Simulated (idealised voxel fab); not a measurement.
The process module presented herein is designated voxel gate over fins.
Shown is cross-section cut, with a width of 235 nm and square cells of size 5 nm.
Bands, listed from the top down, are how a cross-section gets written in this document; the cross-section itself is a grid of square cells, and a band is one or more rows of them. Per band: top height and bottom height in nm, followed by the left-to-right materials and their widths in nm; "throughout" marks a single material spanning edge to edge, "blank" marks empty space. It should be noted that heights are counted from 0, beneath which the wafer as supplied is of one material throughout, and that the lowest band possesses no lower boundary but continues downward, as written in "0 and below". A width such as "30 to 40" changes by the same amount from each row of cells to the next, from the band's top row to its bottom row. Basically "remained unchanged" means that step didn't change any cell in the cross-section. Enclosed void listing: empty space of 8 cells or more with no open way to the top, each as width x height at its distance from the left edge, in nm. Anything after a step's settings on that line? It's the simulator's own note about the step. For masked steps, "overlay nm" on the step line gives how far right of plan the mask actually lay; a minus sign means it lay to the left.

[Planned process steps]
- 1: RECEIVE [material Si]
- 2: CONFORMAL_DEP [material SiN] [thk nm 10]
- 3: DIRECTIONAL_DEP [material aC] [thk nm 15]
- 4: PATTERN [tone cover] [mask id FINS] [material resist] [width nm 15] [pitch nm 50] [thk nm 30] [overlay nm 0]
- 5: DIRECTIONAL_ETCH [etch materials aC] [depth nm 15]
- 6: STRIP [etch materials resist]
- 7: DIRECTIONAL_ETCH [etch materials SiN] [depth nm 10]
- 8: DIRECTIONAL_ETCH [etch materials Si] [depth nm 30]
- 9: STRIP [etch materials aC]
- 10: FILL_DEP [material SiO2] [thk nm 5]
- 11: CMP [height nm 10]
- 12: DIRECTIONAL_DEP [material aC] [thk nm 15]
- 13: PATTERN [tone open] [mask id RAIL] [material resist] [width nm 15] [thk nm 30] [overlay nm 0]
- 14: DIRECTIONAL_ETCH [etch materials aC] [depth nm 15]
- 15: STRIP [etch materials resist]
- 16: DIRECTIONAL_ETCH [etch materials SiO2] [depth nm 35]
- 17: STRIP [etch materials aC]
- 18: CONFORMAL_DEP [material TiN] [thk nm 5]
- 19: FILL_DEP [material W] [thk nm 10]
- 20: CMP [height nm 10]
- 21: SELECTIVE_ETCH [etch materials W Ru TiN] [depth nm 25]
- 22: FILL_DEP [material SiO2] [thk nm 5]
- 23: CMP [height nm 10]
- 24: SELECTIVE_ETCH [etch materials SiO2] [depth nm 20]
- 25: STRIP [etch materials SiN]
- 26: CONFORMAL_DEP [material HfO2] [thk nm 5]
- 27: CONFORMAL_DEP [material TiN] [thk nm 5]
- 28: FILL_DEP [material W] [thk nm 10]
- 29: CMP [height nm 15]
- 30: CONFORMAL_DEP [material SiCN] [thk nm 10]

[Cross-section of the incoming wafer, state after step 1]
    0 and below: Si throughout
    Enclosed void listing: none

[Cross-section taken at module completion on the first of two wafers; processed per the plan]
    25 down to 15: SiCN throughout
    15 down to 10: W throughout
    10 down to 5: W 50 nm  TiN 35 nm  W 15 nm  TiN 35 nm  W 15 nm  TiN 35 nm  W 50 nm
    5 down to 0: W 50 nm  TiN 5 nm  HfO2 25 nm  TiN 5 nm  W 15 nm  TiN 5 nm  HfO2 25 nm  TiN 5 nm  W 15 nm  TiN 5 nm  HfO2 25 nm  TiN 5 nm  W 50 nm
    0 down to -5: TiN 55 nm  HfO2 5 nm  Si 15 nm  HfO2 5 nm  TiN 25 nm  HfO2 5 nm  Si 15 nm  HfO2 5 nm  TiN 25 nm  HfO2 5 nm  Si 15 nm  HfO2 5 nm  TiN 55 nm
    -5 down to -10: HfO2 60 nm  Si 15 nm  HfO2 35 nm  Si 15 nm  HfO2 35 nm  Si 15 nm  HfO2 60 nm
    -10 down to -15: SiO2 60 nm  Si 15 nm  SiO2 35 nm  Si 15 nm  SiO2 35 nm  Si 15 nm  SiO2 60 nm
    -15 down to -20: SiO2 60 nm  Si 15 nm  SiO2 10 nm  TiN 5 nm  W 5 nm  TiN 5 nm  SiO2 10 nm  Si 15 nm  SiO2 35 nm  Si 15 nm  SiO2 60 nm
    -20 down to -25: SiO2 60 nm  Si 15 nm  SiO2 10 nm  TiN 15 nm  SiO2 10 nm  Si 15 nm  SiO2 35 nm  Si 15 nm  SiO2 60 nm
    -25 down to -30: SiO2 60 nm  Si 15 nm  SiO2 35 nm  Si 15 nm  SiO2 35 nm  Si 15 nm  SiO2 60 nm
    -30 and below: Si throughout
    Enclosed void listing: none

[Cross-section, second wafer: same start as the first, same plan as the first, one mistake in running it; taken at the end of the module]
    25 down to 15: SiCN throughout
    15 down to 10: W throughout
    10 down to 5: TiN throughout
    5 down to 0: HfO2 65 nm  TiN 5 nm  HfO2 45 nm  TiN 5 nm  HfO2 45 nm  TiN 5 nm  HfO2 65 nm
    0 down to -5: Si 60 nm  HfO2 5 nm  TiN 5 nm  HfO2 5 nm  Si 35 nm  HfO2 5 nm  TiN 5 nm  HfO2 5 nm  Si 35 nm  HfO2 5 nm  TiN 5 nm  HfO2 5 nm  Si 60 nm
    -5 down to -10: Si 60 nm  HfO2 15 nm  Si 35 nm  HfO2 15 nm  Si 35 nm  HfO2 15 nm  Si 60 nm
    -10 down to -30: Si 60 nm  SiO2 15 nm  Si 35 nm  SiO2 15 nm  Si 35 nm  SiO2 15 nm  Si 60 nm
    -30 and below: Si throughout
    Enclosed void listing: none
Run error: step 4 ran with different settings than intended, the actual operation and settings being PATTERN [tone open] [mask id FINS] [material resist] [width nm 15] [pitch nm 50] [thk nm 30] [overlay nm 0]
It is noted that, at the conclusion of processing, the second wafer exhibits a higher or lower cell count for certain materials relative to the first: Si +174 | SiO2 -110 | TiN -11 | W -53
